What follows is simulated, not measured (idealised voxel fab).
process module | voxel released beams
cross-section cut | 285 nm wide | cells 5 nm
A cross-section is a grid of square cells, given in bands from the top down. A band is one or more rows of cells.
Each band's line starts with the height of the band's top and of its bottom, in nm. Then come its materials from left to right, each with its width in nm. One material with "throughout" fills the band from edge to edge. "air" is empty space.
Height 0 is the level under which the wafer as received is all one material. The lowest band goes on downwards, as in "0 down".
A width such as "30 to 40" changes by the same amount from each row of cells to the next, from the band's top row to its bottom row.
"no change" after a step means that no cell of the cross-section changed.
closed voids: empty space of 8 cells or more with no open way to the top, each as width x height at its distance from the left edge, in nm
after a step's settings: what the simulator itself notes on the step
overlay nm, on a step with a mask: how far to the right of its planned place the mask lay; to the left if negative
plan
1 op RECEIVE | material Si
2 op CONFORMAL_DEP | material SiN | thk nm 5
3 op DIRECTIONAL_DEP | material SiO2 | thk nm 15
4 op PATTERN | tone open | mask id ANCHOR | material resist | width nm 35 | thk nm 20 | overlay nm 0
5 op DIRECTIONAL_ETCH | etch materials SiO2 | depth nm 15
6 op STRIP | etch materials resist
7 op CONFORMAL_DEP | material polySi | thk nm 15
8 op DIRECTIONAL_DEP | material aC | thk nm 15
9 op PATTERN | tone cover | mask id BEAM | material resist | width nm 100 | thk nm 30 | overlay nm 0
10 op DIRECTIONAL_ETCH | etch materials aC | depth nm 15
11 op STRIP | etch materials resist
12 op DIRECTIONAL_ETCH | etch materials polySi | depth nm 5
13 op STRIP | etch materials aC
14 op STRIP | etch materials SiO2
varied across the wafers: depth nm of step 12. The plan shows the first wafer's value. All wafers start alike
first wafer as received, after step 1
  0 down: Si throughout
  closed voids: none
each wafer at the end: cells of each material gained (+) or lost (-) since it was received, then its closed voids
depth nm 5 | +57 SiN | +150 SiO2 | +152 polySi | closed voids: none
depth nm 10 | +57 SiN | +150 SiO2 | +115 polySi | closed voids: none
depth nm 15 | +57 SiN | +78 polySi | closed voids: none
depth nm 20 | +57 SiN | +78 polySi | closed voids: none
depth nm 25 | +57 SiN | +78 polySi | closed voids: none
depth nm 30 | +57 SiN | +78 polySi | closed voids: none
